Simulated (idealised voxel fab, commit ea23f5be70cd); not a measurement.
Process module in this document: voxel ribs on slabs
The cross-section on display is named cut; it measures 275 nm wide, and its cells are 5 nm squares.
How to read a cross-section here: the picture is a grid of square cells, written as bands going from the top down, and any band can span one or more rows of cells.
What a band's entry tells you: where the top is and where the bottom is, as heights in nm, and after that what lies inside, material by material from left to right, each with its width in nm. Empty space is written as the word "air", and a single material marked with the word "all across" occupies the band from edge to edge.
Height is counted from the level 0, under which the received wafer is composed throughout of one material. The lowest of the bands is not closed at the bottom but continues downward, in the notation "0 down".
A width such as "30->40" changes by the same amount from each row of cells to the next, from the band's top row to its bottom row.
Key: "remained the same" - step with no changed cell in the cross-section.
"Sealed voids": empty spaces of 8 cells or more with no open way to the top, each given as width x height at distance, distance from the left edge, all in nm.
Heads up: the bit after the settings on a step's line is the simulator's remark on that step.
overlay nm: where the mask lay relative to plan, measured to the right, on steps with a mask; negatives go left.
Planned step list for the process
1. RECEIVE with material Si
2. DIRECTIONAL_DEP with material SiO2, thk nm 20
3. DIRECTIONAL_DEP with material SiN, thk nm 20
4. MASKED_ETCH with tone cover, mask id RIB, width nm 25, etch materials SiN, depth nm 10, overlay nm 0
5. MASKED_ETCH with tone cover, mask id SLAB, width nm 55, etch materials SiN, depth nm 10, overlay nm 0
6. FILL_DEP with material SiO2, thk nm 25
7. CMP with height nm 60
8. DIRECTIONAL_DEP with material TiN, thk nm 5
9. PATTERN with tone cover, mask id HEATER, material resist, width nm 35, thk nm 20, overlay nm 0
10. DIRECTIONAL_ETCH with etch materials TiN, depth nm 5
11. STRIP with etch materials resist
12. CONFORMAL_DEP with material SiN, thk nm 10
Wafer cross-section on receipt, i.e. after step 1
	0 down: Si all across
	Sealed voids: none
The first of two wafers, cross-sectioned at the end of the module, with the run proceeding as planned
	75 to 70: air 110  SiN 55  air 110
	70 to 65: SiN all across
	65 to 60: SiN 120  TiN 35  SiN 120
	60 to 40: SiO2 all across
	40 to 30: SiO2 125  SiN 25  SiO2 125
	30 to 20: SiO2 110  SiN 55  SiO2 110
	20 to 0: SiO2 all across
	0 down: Si all across
	Sealed voids: none
Wafer two, sectioned after the module: the first wafer's start, the first wafer's plan, and one mistake in how it was run
	75 to 70: SiN 130  air 15  SiN 130
	70 to 65: SiN all across
	65 to 60: TiN 120  SiN 35  TiN 120
	60 to 40: SiO2 all across
	40 to 30: SiO2 125  SiN 25  SiO2 125
	30 to 20: SiO2 110  SiN 55  SiO2 110
	20 to 0: SiO2 all across
	0 down: Si all across
	Sealed voids: none
Short version of what went wrong: step 9: run off-plan, actual operation and settings PATTERN with tone open, mask id HEATER, material resist, width nm 35, thk nm 20, overlay nm 0
Final cells, second wafer relative to first, materials higher or lower: 41 more of TiN
